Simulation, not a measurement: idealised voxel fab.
The process module presented herein is designated voxel wiring stack.
Cross-section cut: width 220 nm, square cells of 5 nm.
Throughout this document, each cross-section is represented as a grid of square cells and is presented as a sequence of bands enumerated from the top downward, where a band comprises one or more rows of cells. Heads up on the band format: heights come first, top then bottom, in nm. After that it's the materials left to right, each with its width in nm. A single material flagged "everywhere" fills the whole band edge to edge, and "empty" means there's empty space there. Height is counted from the level 0, under which the received wafer is composed throughout of one material. The lowest of the bands is not closed at the bottom but continues downward, in the notation "0 -> down". Read "30..40" as a graded width: first number on top, second number at the bottom, same change between each pair of neighbouring rows. Step marked "everything unchanged"? Then no cell in the cross-section changed in it. In the "Cavities, closed" entry, you get each enclosed empty space of 8 cells or more, one with no open way to the top, written width x height at distance, distance from the left edge, in nm. after a step's settings: what the simulator itself notes on the step. "overlay nm", when on a step's line for a step with a mask, measures how far to the right of its planned place the mask lay; a negative measure means to the left.
### The process steps that were planned are listed below
1) RECEIVE, material Si
2) CONFORMAL_DEP, material SiO2, thk nm 15
3) CONFORMAL_DEP, material SiN, thk nm 5
4) DIRECTIONAL_DEP, material SiO2, thk nm 25
5) DIRECTIONAL_DEP, material aC, thk nm 15
6) PATTERN, tone open, mask id METAL_1, material resist, width nm 30, pitch nm 50, thk nm 35, overlay nm 0
7) DIRECTIONAL_ETCH, etch materials aC, depth nm 15
8) STRIP, etch materials resist
9) DIRECTIONAL_ETCH, etch materials SiO2, depth nm 25
10) DIRECTIONAL_ETCH, etch materials SiN, depth nm 5
11) STRIP, etch materials aC
12) CONFORMAL_DEP, material TiN, thk nm 5
13) FILL_DEP, material W, thk nm 5
14) CMP, height nm 45
15) EPI, material Ru, thk nm 5
16) FILL_DEP, material SiCN, thk nm 5
17) DIRECTIONAL_DEP, material lowk, thk nm 35
18) MASKED_ETCH, tone open, mask id METAL_2, width nm 30, pitch nm 50, etch materials lowk, depth nm 20, overlay nm 0
19) MASKED_ETCH, tone open, mask id METAL_2_HOLES, width nm 15, pitch nm 50, etch materials lowk, depth nm 15, overlay nm 0
20) MASKED_ETCH, tone open, mask id METAL_2_HOLES, width nm 15, pitch nm 50, etch materials SiCN, depth nm 5, overlay nm 0
21) CONFORMAL_DEP, material TiN, thk nm 5
22) FILL_DEP, material Cu, thk nm 10
23) CMP, height nm 90
24) CONFORMAL_DEP, material SiCN, thk nm 5
Split variable: thk nm, step 24. Plan value = first wafer. Wafers start alike.
### Cross-section, first of several wafers, as delivered after step 1
* 0 -> down  Si everywhere
* Cavities, closed: none
### Tabulated below, wafer by wafer, are the end-of-module results: for each material, the number of cells gained (+) or lost (-) relative to the as-received state, followed by the closed voids
thk nm 5; +64 Cu; +32 Ru; +88 SiCN; +20 SiN; +232 SiO2; +144 TiN; +80 W; +176 lowk; Cavities, closed: none
thk nm 10; +64 Cu; +32 Ru; +132 SiCN; +20 SiN; +232 SiO2; +144 TiN; +80 W; +176 lowk; Cavities, closed: none
thk nm 15; +64 Cu; +32 Ru; +176 SiCN; +20 SiN; +232 SiO2; +144 TiN; +80 W; +176 lowk; Cavities, closed: none
thk nm 20; +64 Cu; +32 Ru; +220 SiCN; +20 SiN; +232 SiO2; +144 TiN; +80 W; +176 lowk; Cavities, closed: none
